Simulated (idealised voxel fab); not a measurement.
Herein follows the process module entitled voxel trench capacitor.
The cross-section shown here is cut; it is 205 nm wide and divided into square cells measuring 5 nm on a side.
When this document writes out a cross-section, it uses a grid of square cells and lists it as bands, beginning at the top and moving down, with a band standing for one or more rows of cells.
Top height, bottom height, nm. Materials left to right, width each, nm. Single material + "all across" = fills band edge to edge. "blank" = empty.
Height 0 is the level under which the wafer as received is all one material. The lowest band goes on downwards, as in "z 0 and below".
Per-row width for "30..40": begins at first number (top row of band), ends at second number (bottom row), increment between rows held constant.
Basically "no change" means that step didn't change any cell in the cross-section.
The entry titled "Enclosed void inventory" provides the empty spaces that have no open way to the top, restricted to those of 8 cells or more. Each is presented as width x height at distance, the distance being measured from the left edge, with all three in nm.
If you see something after the settings on a step's line, that's the simulator's own remark about that step.
Steps that use a mask can have "overlay nm" on their line. It says how far the mask sat to the right of where it was meant to be. Negative means to the left.

-- Here's what the planned process steps look like
1: RECEIVE: material Si
2: CONFORMAL_DEP: material SiN, thk nm 10
3: PATTERN: tone open, mask id TRENCH, material resist, width nm 20, pitch nm 50, thk nm 15, overlay nm 0
4: DIRECTIONAL_ETCH: etch materials SiN, depth nm 10
5: DIRECTIONAL_ETCH: etch materials Si, depth nm 35
6: STRIP: etch materials resist
7: CONFORMAL_DEP: material Al2O3, thk nm 5
8: FILL_DEP: material polySi, thk nm 10
9: CMP: height nm 10

-- Cross-section, incoming material, after step 1
* z 0 and below  Si all across
* Enclosed void inventory: none

-- Module complete - cross-section of the first of two wafers, run according to plan
* z 10 to 0  15 SiN, then 5 Al2O3, then 10 polySi, then 5 Al2O3, then 30 SiN, then 5 Al2O3, then 10 polySi, then 5 Al2O3, then 30 SiN, then 5 Al2O3, then 10 polySi, then 5 Al2O3, then 30 SiN, then 5 Al2O3, then 10 polySi, then 5 Al2O3, then 20 SiN
* z 0 to -30  15 Si, then 5 Al2O3, then 10 polySi, then 5 Al2O3, then 30 Si, then 5 Al2O3, then 10 polySi, then 5 Al2O3, then 30 Si, then 5 Al2O3, then 10 polySi, then 5 Al2O3, then 30 Si, then 5 Al2O3, then 10 polySi, then 5 Al2O3, then 20 Si
* z -30 to -35  15 Si, then 20 Al2O3, then 30 Si, then 20 Al2O3, then 30 Si, then 20 Al2O3, then 30 Si, then 20 Al2O3, then 20 Si
* z -35 and below  Si all across
* Enclosed void inventory: none

-- Cross-section at end of module for the second wafer of two, which matched the first in starting point and plan and differed by one mistake in its processing
* z 25 to 15  polySi all across
* z 15 to 10  20 Al2O3, then 10 polySi, then 40 Al2O3, then 10 polySi, then 40 Al2O3, then 10 polySi, then 40 Al2O3, then 10 polySi, then 25 Al2O3
* z 10 to 0  15 SiN, then 5 Al2O3, then 10 polySi, then 5 Al2O3, then 30 SiN, then 5 Al2O3, then 10 polySi, then 5 Al2O3, then 30 SiN, then 5 Al2O3, then 10 polySi, then 5 Al2O3, then 30 SiN, then 5 Al2O3, then 10 polySi, then 5 Al2O3, then 20 SiN
* z 0 to -30  15 Si, then 5 Al2O3, then 10 polySi, then 5 Al2O3, then 30 Si, then 5 Al2O3, then 10 polySi, then 5 Al2O3, then 30 Si, then 5 Al2O3, then 10 polySi, then 5 Al2O3, then 30 Si, then 5 Al2O3, then 10 polySi, then 5 Al2O3, then 20 Si
* z -30 to -35  15 Si, then 20 Al2O3, then 30 Si, then 20 Al2O3, then 30 Si, then 20 Al2O3, then 30 Si, then 20 Al2O3, then 20 Si
* z -35 and below  Si all across
* Enclosed void inventory: none
what went wrong: the plan's step 9 went unexecuted, having been skipped
The closing comparison, in cells, has the second wafer with more or fewer of some materials than the first: Al2O3 +33; polySi +90
